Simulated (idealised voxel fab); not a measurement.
voxel capacitor over wiring: a process module
FYI the section here is cut, 285 nm wide, cells are 5 nm squares.
For the purposes of this document, a cross-section shall be understood as a grid of square cells, specified as bands listed in top-to-bottom order, each band consisting of one or more rows of cells. Band: top height; bottom height; in nm. Then, left to right: material with width in nm, for each material. "throughout": a single material spanning edge to edge. "air": empty space. All heights in this document are referenced to 0, defined as the level beneath which the wafer, as received, consists entirely of one material. The lowest band is not bounded below; it extends indefinitely downward and is written in the form "from 0 down". A width given as "30 to 40" starts at the first number in the band's top row and ends at the second number in its bottom row, shifting by an equal amount at every step from row to row. What does "no alterations made" mean for a step? It means no cell of the cross-section changed in that step. You'll see "Closed void listing" listing empty spaces that have no way open to the top, as long as they're 8 cells or more; the notation is width x height at distance, where the distance is from the left edge, and all of it is in nm. Formally, on a step line, whatever follows the settings is a remark that the simulator itself makes on the step. "overlay nm" answers the question of how far to the right of plan the mask lay on a step that has a mask, and when it is negative the answer is to the left.

**This section lists the process steps that were planned**
1. RECEIVE (material Si)
2. CONFORMAL_DEP (material SiO2; thk nm 10)
3. DIRECTIONAL_DEP (material TiN; thk nm 5)
4. DIRECTIONAL_DEP (material Ru; thk nm 25)
5. PATTERN (tone cover; mask id METAL_1; material resist; width nm 20; pitch nm 75; thk nm 20; overlay nm 0)
6. DIRECTIONAL_ETCH (etch materials Ru; depth nm 25)
7. DIRECTIONAL_ETCH (etch materials TiN; depth nm 5)
8. STRIP (etch materials resist)
9. CONFORMAL_DEP (material SiN; thk nm 5)
10. FILL_DEP (material lowk; thk nm 5)
11. CMP (height nm 40)
12. CONFORMAL_DEP (material SiCN; thk nm 5)
13. DIRECTIONAL_DEP (material SiO2; thk nm 20)
14. DIRECTIONAL_DEP (material aC; thk nm 10)
15. PATTERN (tone open; mask id PLUG_1; material resist; width nm 15; thk nm 30; overlay nm 0)
16. DIRECTIONAL_ETCH (etch materials aC; depth nm 10)
17. STRIP (etch materials resist)
18. DIRECTIONAL_ETCH (etch materials SiO2; depth nm 20)
19. DIRECTIONAL_ETCH (etch materials SiCN; depth nm 5)
20. STRIP (etch materials aC)
21. EPI (material Ru; thk nm 10)
22. EPI (material Ru; thk nm 10)
23. EPI (material Ru; thk nm 5)
24. DIRECTIONAL_DEP (material TiN; thk nm 10)
25. DIRECTIONAL_DEP (material Al2O3; thk nm 5)
26. DIRECTIONAL_DEP (material TiN; thk nm 5)
27. DIRECTIONAL_DEP (material aC; thk nm 15)
28. PATTERN (tone cover; mask id UPPER_PLATE; material resist; width nm 60; thk nm 35; overlay nm 0)
29. DIRECTIONAL_ETCH (etch materials aC; depth nm 15)
30. STRIP (etch materials resist)
31. DIRECTIONAL_ETCH (etch materials TiN; depth nm 5)
32. DIRECTIONAL_ETCH (etch materials Al2O3; depth nm 5)
33. STRIP (etch materials aC)
34. MASKED_ETCH (tone cover; mask id LOWER_PLATE; width nm 70; etch materials TiN; depth nm 10; overlay nm 0)
35. FILL_DEP (material SiO2; thk nm 20)
36. CMP (height nm 100)
37. PATTERN (tone open; mask id PLUG_2; material resist; width nm 15; thk nm 15; overlay nm 0)
38. DIRECTIONAL_ETCH (etch materials SiO2; depth nm 15)
39. STRIP (etch materials resist)
40. CONFORMAL_DEP (material TiN; thk nm 5)
41. FILL_DEP (material Cu; thk nm 5)
42. CMP (height nm 100)
43. CONFORMAL_DEP (material SiN; thk nm 5)

**Received-state cross-section, reflecting completion of step 1**
> from 0 down  Si throughout
> Closed void listing: none

**Here's the wafer cut in cross-section after the module, started and planned just like above, except one thing was done wrong in the run**
> from 105 to 100  SiN throughout
> from 100 to 90  SiO2=110  TiN=5  Cu=5  TiN=5  SiO2=160
> from 90 to 80  SiO2=110 to 115  TiN=15 to 45  SiO2=160 to 125
> from 80 to 75  SiO2=115  Al2O3=45  SiO2=125
> from 75 to 65  SiO2=95  TiN=5  SiO2=15  TiN=50  SiO2=120
> from 65 to 60  SiO2 throughout
> from 60 to 55  SiO2=100  TiN=15  SiO2=170
> from 55 to 50  SiO2=100  Al2O3=15  SiO2=170
> from 50 to 45  SiO2=100  TiN=15  SiO2=170
> from 45 to 40  SiCN=100  TiN=15  SiCN=170
> from 40 to 15  Ru=95  SiN=5  lowk=10  SiN=5  Ru=55  SiN=5  lowk=10  SiN=5  Ru=95
> from 15 to 10  TiN=95  SiN=20  TiN=55  SiN=20  TiN=95
> from 10 to 0  SiO2 throughout
> from 0 down  Si throughout
> Closed void listing: none
Heads up, the wafer didn't run the way we planned it: step 5 was processed under conditions differing from the plan, specifically as PATTERN (tone open; mask id METAL_1; material resist; width nm 20; pitch nm 75; thk nm 20; overlay nm 0)
